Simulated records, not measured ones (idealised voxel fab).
process module | voxel wiring stack
cross-section cut | 175 nm wide | cells 5 nm
A cross-section is a grid of square cells, given in bands from the top down. A band is one or more rows of cells.
Each band's line starts with the height of the band's top and of its bottom, in nm. Then come its materials from left to right, each with its width in nm. One material with "throughout" fills the band from edge to edge. "air" is empty space.
Height 0 is the level under which the wafer as received is all one material. The lowest band goes on downwards, as in "0 down".
A width such as "30 to 40" changes by the same amount from each row of cells to the next, from the band's top row to its bottom row.
"no change" after a step means that no cell of the cross-section changed.
closed voids: empty space of 8 cells or more with no open way to the top, each as width x height at its distance from the left edge, in nm
after a step's settings: what the simulator itself notes on the step
overlay nm, on a step with a mask: how far to the right of its planned place the mask lay; to the left if negative
plan
1 op RECEIVE | material Si
2 op CONFORMAL_DEP | material SiO2 | thk nm 15
3 op DIRECTIONAL_DEP | material TiN | thk nm 5
4 op DIRECTIONAL_DEP | material Ru | thk nm 15
5 op MASKED_ETCH | tone cover | mask id METAL_1 | width nm 20 | pitch nm 40 | etch materials Ru | depth nm 15 | overlay nm 0
6 op MASKED_ETCH | tone cover | mask id METAL_1 | width nm 20 | pitch nm 40 | etch materials TiN | depth nm 5 | overlay nm 0
7 op CONFORMAL_DEP | material SiN | thk nm 5
8 op FILL_DEP | material SiO2 | thk nm 10
9 op CMP | height nm 35
10 op CONFORMAL_DEP | material SiCN | thk nm 5
11 op DIRECTIONAL_DEP | material SiO2 | thk nm 20
12 op DIRECTIONAL_DEP | material aC | thk nm 10
13 op PATTERN | tone open | mask id PLUG_1 | material resist | width nm 15 | pitch nm 80 | thk nm 30 | overlay nm 0
14 op DIRECTIONAL_ETCH | etch materials aC | depth nm 10
15 op STRIP | etch materials resist
16 op DIRECTIONAL_ETCH | etch materials SiO2 | depth nm 20
17 op DIRECTIONAL_ETCH | etch materials SiCN | depth nm 5
18 op STRIP | etch materials aC
19 op CONFORMAL_DEP | material TiN | thk nm 5
20 op FILL_DEP | material Ru | thk nm 5
21 op CMP | height nm 60
22 op CONFORMAL_DEP | material SiCN | thk nm 5
23 op DIRECTIONAL_DEP | material SiO2 | thk nm 15
24 op MASKED_ETCH | tone open | mask id METAL_2 | width nm 20 | pitch nm 40 | etch materials SiO2 | depth nm 15 | overlay nm 0
25 op MASKED_ETCH | tone open | mask id METAL_2 | width nm 20 | pitch nm 40 | etch materials SiCN | depth nm 5 | overlay nm 0
26 op CONFORMAL_DEP | material TiN | thk nm 5
27 op FILL_DEP | material Ru | thk nm 5
28 op CMP | height nm 80
29 op CONFORMAL_DEP | material SiCN | thk nm 5
as received, after step 1
  0 down: Si throughout
  closed voids: none
a wafer at the end: this start, this plan, one mistake
  85 to 80: SiCN throughout
  80 to 75: SiCN 35 | TiN 20 | SiCN 20 | TiN 20 | SiCN 20 | TiN 20 | SiCN 40
  75 to 60: SiO2 throughout
  60 to 40: SiO2 35 | TiN 5 | Ru 5 | TiN 5 | SiO2 65 | TiN 5 | Ru 5 | TiN 5 | SiO2 45
  40 to 35: SiCN 35 | TiN 15 | SiCN 65 | TiN 15 | SiCN 45
  35 to 20: SiO2 30 | SiN 5 | Ru 20 | SiN 5 | SiO2 10 | SiN 5 | Ru 20 | SiN 5 | SiO2 10 | SiN 5 | Ru 20 | SiN 5 | SiO2 35
  20 to 15: SiN 35 | TiN 20 | SiN 20 | TiN 20 | SiN 20 | TiN 20 | SiN 40
  15 to 0: SiO2 throughout
  0 down: Si throughout
  closed voids: none
what went wrong: steps 22 and 23 were swapped
